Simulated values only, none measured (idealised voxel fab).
Process module heading - voxel self aligned contacts
Section cut is 265 nm wide and gridded with 5 nm square cells.
Notation: cross-section as square-cell grid; stated in bands, top first, going down; one or more cell rows per band. Heads up on the band format: heights come first, top then bottom, in nm. After that it's the materials left to right, each with its width in nm. A single material flagged "edge to edge" fills the whole band edge to edge, and "blank" means there's empty space there. Measure heights from 0. That's the level where, below it, the as-received wafer is all one material. The lowest band is bottomless and extends downward; write it as in "0..down". The notation "30 to 40" denotes a width that varies across the rows of cells in the band, beginning at the first number in the top row, finishing at the second number in the bottom row, and changing by an identical amount from each row to the next. It should be understood that the words "no alterations made", when stated for a given step, signify that the cross-section underwent no change in any of its cells during that step. Listed in "Enclosed cavities": every empty space of 8 or more cells without an open way to the top. Form: width x height at distance, the distance being from the left edge, all in nm. On a step's line, text after the settings is the simulator commenting on that step. The setting "overlay nm" may be written on the line of a step. When the step uses a mask, the value reports how far to the right of the planned place the mask lay, and a negative value reports that it lay to the left.

The following list gives the planned process steps:
1 RECEIVE | material Si
2 OXIDIZE | depth nm 5
3 DIRECTIONAL_DEP | material polySi | thk nm 30
4 DIRECTIONAL_DEP | material SiN | thk nm 20
5 DIRECTIONAL_DEP | material aC | thk nm 15
6 PATTERN | tone cover | mask id GATE | material resist | width nm 35 | pitch nm 70 | thk nm 30 | overlay nm 0
7 DIRECTIONAL_ETCH | etch materials aC | depth nm 15
8 STRIP | etch materials resist
9 DIRECTIONAL_ETCH | etch materials SiN | depth nm 20
10 DIRECTIONAL_ETCH | etch materials polySi | depth nm 30
11 STRIP | etch materials aC
12 CONFORMAL_DEP | material SiN | thk nm 5
13 DIRECTIONAL_ETCH | etch materials SiN | depth nm 5
14 FILL_DEP | material SiO2 | thk nm 10
15 CMP | height nm 55
16 PATTERN | tone open | mask id CONTACT | material resist | width nm 55 | thk nm 15 | overlay nm 0
17 DIRECTIONAL_ETCH | etch materials SiO2 | depth nm 60
18 STRIP | etch materials resist
19 CONFORMAL_DEP | material TiN | thk nm 5
20 FILL_DEP | material Ru | thk nm 10
21 CMP | height nm 55
22 CONFORMAL_DEP | material SiN | thk nm 5

Wafer cross-section on receipt, i.e. after step 1:
  0..down | Si edge to edge
  Enclosed cavities: none

Result of the module, cross-sectioned: start per above, plan per above, one error in how it was run:
  60..55 | SiN edge to edge
  55..50 | 105 SiO2; 55 TiN; 105 SiO2
  50..30 | 85 SiN; 20 SiO2; 5 TiN; 45 SiN; 5 TiN; 20 SiO2; 85 SiN
  30..0 | 80 polySi; 5 SiN; 20 SiO2; 5 TiN; 5 SiN; 35 polySi; 5 SiN; 5 TiN; 20 SiO2; 5 SiN; 80 polySi
  0..-5 | 105 SiO2; 5 TiN; 45 SiO2; 5 TiN; 105 SiO2
  -5..down | Si edge to edge
  Enclosed cavities: none
What was done differently from what was planned? step 6: run off-plan, actual operation and settings PATTERN | tone open | mask id GATE | material resist | width nm 35 | pitch nm 70 | thk nm 30 | overlay nm 0
